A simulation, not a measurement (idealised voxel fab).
process module | voxel plated lines
cross-section cut | 235 nm wide | cells 5 nm
A cross-section is a grid of square cells, given in bands from the top down. A band is one or more rows of cells.
Each band's line starts with the height of the band's top and of its bottom, in nm. Then come its materials from left to right, each with its width in nm. One material with "throughout" fills the band from edge to edge. "air" is empty space.
Height 0 is the level under which the wafer as received is all one material. The lowest band goes on downwards, as in "0 down".
A width such as "30 to 40" changes by the same amount from each row of cells to the next, from the band's top row to its bottom row.
"no change" after a step means that no cell of the cross-section changed.
closed voids: empty space of 8 cells or more with no open way to the top, each as width x height at its distance from the left edge, in nm
after a step's settings: what the simulator itself notes on the step
overlay nm, on a step with a mask: how far to the right of its planned place the mask lay; to the left if negative
plan
1 op RECEIVE | material Si
2 op CONFORMAL_DEP | material SiO2 | thk nm 15
3 op DIRECTIONAL_DEP | material TiN | thk nm 5
4 op PATTERN | tone open | mask id LINES | material resist | width nm 25 | pitch nm 45 | thk nm 20 | overlay nm 0
5 op EPI | material Ru | thk nm 10
6 op STRIP | etch materials resist
7 op DIRECTIONAL_ETCH | etch materials TiN | depth nm 5
8 op CONFORMAL_DEP | material SiO2 | thk nm 5
as received, after step 1
  0 down: Si throughout
  closed voids: none
first wafer at the end, as planned
  35 to 30: air 55 | SiO2 35 | air 10 | SiO2 35 | air 10 | SiO2 35 | air 55
  30 to 20: air 55 | SiO2 5 | Ru 25 | SiO2 5 | air 10 | SiO2 5 | Ru 25 | SiO2 5 | air 10 | SiO2 5 | Ru 25 | SiO2 5 | air 55
  20 to 15: SiO2 60 | TiN 25 | SiO2 20 | TiN 25 | SiO2 20 | TiN 25 | SiO2 60
  15 to 0: SiO2 throughout
  0 down: Si throughout
  closed voids: none
second wafer at the end: like start, like plan, one mistake
  20 to 15: air 55 | SiO2 35 | air 10 | SiO2 35 | air 10 | SiO2 35 | air 55
  15 to 5: air 55 | SiO2 5 | Ru 25 | SiO2 5 | air 10 | SiO2 5 | Ru 25 | SiO2 5 | air 10 | SiO2 5 | Ru 25 | SiO2 5 | air 55
  5 to 0: SiO2 60 | TiN 25 | SiO2 20 | TiN 25 | SiO2 20 | TiN 25 | SiO2 60
  0 down: Si throughout
  closed voids: none
what went wrong: step 2 was left out
at the end the second wafer has, in cells: 141 fewer of SiO2
